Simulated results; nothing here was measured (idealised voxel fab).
Process module name: voxel wiring stack
For reference, the cross-section in this document is cut, with width 285 nm and square cells of 5 nm.
Cross-sections here: square-cell grids, written as top-down lists of bands, a band being one or more rows of cells.
Band: top and bottom heights (nm) first, top before bottom; then materials from left to right, widths in nm. "everywhere" marks a sole material filling the band edge to edge. "blank" denotes empty space.
Heads up on the height convention: 0 is the point under which the incoming wafer is all one material, and the lowest band has no bottom, it just keeps going down, like "top 0, no bottom".
A width given as "30..40" starts at the first number in the band's top row and ends at the second number in its bottom row, shifting by an equal amount at every step from row to row.
Any step labelled "no alteration" changed none of the cells in the cross-section.
Any empty space of 8 cells or more lacking an open way to the top shows up in "Closed empty spaces" as width x height at distance, distance from the left edge, in nm.
Note: text after step settings on the step line = simulator remark on that step.
The optional step-line setting "overlay nm" applies to steps with a mask and quantifies how far to the right of its planned location the mask lay, a negative value indicating leftward placement.

These are the steps we planned for the process:
- 1: RECEIVE,material Si
- 2: CONFORMAL_DEP,material SiO2,thk nm 15
- 3: CONFORMAL_DEP,material SiCN,thk nm 5
- 4: DIRECTIONAL_DEP,material lowk,thk nm 15
- 5: DIRECTIONAL_DEP,material aC,thk nm 10
- 6: PATTERN,tone open,mask id METAL_1,material resist,width nm 20,pitch nm 50,thk nm 30,overlay nm 0
- 7: DIRECTIONAL_ETCH,etch materials aC,depth nm 10
- 8: STRIP,etch materials resist
- 9: DIRECTIONAL_ETCH,etch materials lowk,depth nm 15
- 10: DIRECTIONAL_ETCH,etch materials SiCN,depth nm 5
- 11: STRIP,etch materials aC
- 12: CONFORMAL_DEP,material TiN,thk nm 5
- 13: FILL_DEP,material Cu,thk nm 10
- 14: CMP,height nm 35
- 15: CONFORMAL_DEP,material SiCN,thk nm 5
- 16: DIRECTIONAL_DEP,material lowk,thk nm 30
- 17: PATTERN,tone open,mask id METAL_2_HOLES,material resist,width nm 15,pitch nm 50,thk nm 15,overlay nm 0
- 18: DIRECTIONAL_ETCH,etch materials lowk,depth nm 30
- 19: STRIP,etch materials resist
- 20: DIRECTIONAL_DEP,material aC,thk nm 15
- 21: PATTERN,tone open,mask id METAL_2,material resist,width nm 20,pitch nm 50,thk nm 35,overlay nm 0
- 22: DIRECTIONAL_ETCH,etch materials aC,depth nm 15
- 23: STRIP,etch materials resist
- 24: DIRECTIONAL_ETCH,etch materials lowk,depth nm 15
- 25: DIRECTIONAL_ETCH,etch materials SiCN,depth nm 5
- 26: STRIP,etch materials aC
- 27: CONFORMAL_DEP,material TiN,thk nm 5
- 28: FILL_DEP,material Cu,thk nm 5
- 29: CMP,height nm 70
- 30: CONFORMAL_DEP,material SiCN,thk nm 5

As received (post step 1): cross-section:
* top 0, no bottom | Si everywhere
* Closed empty spaces: none

first wafer at the end, as planned:
* top 75, bottom 70 | SiCN everywhere
* top 70, bottom 60 | lowk: 80 / TiN: 5 / Cu: 10 / TiN: 5 / lowk: 30 / TiN: 5 / Cu: 10 / TiN: 5 / lowk: 30 / TiN: 5 / Cu: 10 / TiN: 5 / lowk: 85
* top 60, bottom 55 | lowk: 80 / TiN: 5 / Cu: 5 / TiN: 10 / lowk: 30 / TiN: 5 / Cu: 5 / TiN: 10 / lowk: 30 / TiN: 5 / Cu: 5 / TiN: 10 / lowk: 85
* top 55, bottom 40 | lowk: 80 / TiN: 5 / Cu: 5 / TiN: 5 / lowk: 35 / TiN: 5 / Cu: 5 / TiN: 5 / lowk: 35 / TiN: 5 / Cu: 5 / TiN: 5 / lowk: 90
* top 40, bottom 35 | SiCN: 80 / TiN: 15 / SiCN: 35 / TiN: 15 / SiCN: 35 / TiN: 15 / SiCN: 90
* top 35, bottom 20 | lowk: 80 / TiN: 5 / Cu: 10 / TiN: 5 / lowk: 30 / TiN: 5 / Cu: 10 / TiN: 5 / lowk: 30 / TiN: 5 / Cu: 10 / TiN: 5 / lowk: 85
* top 20, bottom 15 | SiCN: 80 / TiN: 20 / SiCN: 30 / TiN: 20 / SiCN: 30 / TiN: 20 / SiCN: 85
* top 15, bottom 0 | SiO2 everywhere
* top 0, no bottom | Si everywhere
* Closed empty spaces: none

End-of-module cross-section of the second wafer: identical starting point and process plan to the first, with one processing mistake:
* top 75, bottom 70 | SiCN everywhere
* top 70, bottom 55 | lowk: 80 / TiN: 5 / Cu: 5 / TiN: 5 / lowk: 35 / TiN: 5 / Cu: 5 / TiN: 5 / lowk: 35 / TiN: 5 / Cu: 5 / TiN: 5 / lowk: 90
* top 55, bottom 50 | SiCN: 80 / TiN: 15 / SiCN: 35 / TiN: 15 / SiCN: 35 / TiN: 15 / SiCN: 90
* top 50, bottom 40 | Cu everywhere
* top 40, bottom 35 | TiN: 85 / Cu: 10 / TiN: 40 / Cu: 10 / TiN: 40 / Cu: 10 / TiN: 90
* top 35, bottom 20 | lowk: 80 / TiN: 5 / Cu: 10 / TiN: 5 / lowk: 30 / TiN: 5 / Cu: 10 / TiN: 5 / lowk: 30 / TiN: 5 / Cu: 10 / TiN: 5 / lowk: 85
* top 20, bottom 15 | SiCN: 80 / TiN: 20 / SiCN: 30 / TiN: 20 / SiCN: 30 / TiN: 20 / SiCN: 85
* top 15, bottom 0 | SiO2 everywhere
* top 0, no bottom | Si everywhere
* Closed empty spaces: none
Run error: step 14 of the plan: omitted, not performed
Final comparison by cell count, materials where the second wafer has more or fewer than the first: 105 more of Cu, 30 more of TiN, 135 fewer of lowk
